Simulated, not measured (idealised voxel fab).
Process module heading - voxel wiring stack
Cross-sectional view cut (width: 225 nm; square cell size: 5 nm).
If you're reading a cross-section in this doc, picture square cells in a grid; it comes to you as bands, top ones listed first down to the bottom, and a band can be one or more rows of cells.
Within each band entry, the heights of the top and of the bottom of the band appear first, in that order and in nm; the materials of the band then follow from left to right, each with its corresponding width in nm. The designation "all across" on a single material indicates that it fills the band from edge to edge; the designation "air" indicates empty space.
Height reference: 0 = level under which incoming wafer is all one material. Lowest band: no bottom, runs on downward, e.g. "z 0 and below".
It should be noted that a width expressed as "30 to 40" varies in equal increments from row to row of cells within the band, taking the value of the first number at the top row and that of the second number at the bottom row.
Step note "no modifications" = no cross-section cell changed.
Closed empty spaces (no open way to the top) of 8 cells or more are what "Non-vented voids" lists, each as width x height at distance from the left edge, nm for all three.
On a step's line, text after the settings is the simulator commenting on that step.
What "overlay nm" on a step's line means: if the step has a mask, that mask lay this far to the right of its planned place, or, when the value is negative, to the left.
# Process steps - plan
1,RECEIVE (material Si)
2,CONFORMAL_DEP (material SiO2; thk nm 10)
3,DIRECTIONAL_DEP (material TiN; thk nm 5)
4,DIRECTIONAL_DEP (material Ru; thk nm 15)
5,PATTERN (tone cover; mask id METAL_1; material resist; width nm 25; pitch nm 45; thk nm 20; overlay nm 0)
6,DIRECTIONAL_ETCH (etch materials Ru; depth nm 15)
7,DIRECTIONAL_ETCH (etch materials TiN; depth nm 5)
8,STRIP (etch materials resist)
9,FILL_DEP (material lowk; thk nm 5)
10,CMP (height nm 30)
11,CONFORMAL_DEP (material SiCN; thk nm 5)
12,DIRECTIONAL_DEP (material lowk; thk nm 30)
13,MASKED_ETCH (tone open; mask id METAL_2_HOLES; width nm 15; pitch nm 45; etch materials lowk; depth nm 30; overlay nm 0)
14,MASKED_ETCH (tone open; mask id METAL_2; width nm 25; pitch nm 45; etch materials lowk; depth nm 20; overlay nm 0)
15,MASKED_ETCH (tone open; mask id METAL_2; width nm 25; pitch nm 45; etch materials SiCN; depth nm 5; overlay nm 0)
16,CONFORMAL_DEP (material TiN; thk nm 5)
17,FILL_DEP (material Cu; thk nm 5)
18,CMP (height nm 65)
19,CONFORMAL_DEP (material SiN; thk nm 5)
# Incoming wafer in cross-section (state: after step 1)
- z 0 and below: Si all across
- Non-vented voids: none
# Starting wafer: above. Plan: above. Run: one mistake. Cross-section after the module: below
- z 70 to 65: SiN all across
- z 65 to 50: lowk 55  TiN 5  Cu 15  TiN 5  lowk 20  TiN 5  Cu 15  TiN 5  lowk 20  TiN 5  Cu 15  TiN 5  lowk 55
- z 50 to 45: lowk 55  TiN 5  Cu 5  TiN 15  lowk 20  TiN 5  Cu 5  TiN 15  lowk 20  TiN 5  Cu 5  TiN 15  lowk 55
- z 45 to 35: lowk 55  TiN 5  Cu 5  TiN 5  lowk 30  TiN 5  Cu 5  TiN 5  lowk 30  TiN 5  Cu 5  TiN 5  lowk 65
- z 35 to 30: SiCN 55  TiN 15  SiCN 30  TiN 15  SiCN 30  TiN 15  SiCN 65
- z 30 to 25: lowk 55  TiN 25  lowk 20  TiN 25  lowk 20  TiN 25  lowk 55
- z 25 to 10: Ru all across
- z 10 to 0: SiO2 all across
- z 0 and below: Si all across
- Non-vented voids: none
It is concluded that the wafer was processed incorrectly with respect to the plan, in that swap of plan steps 3 and 4 during execution
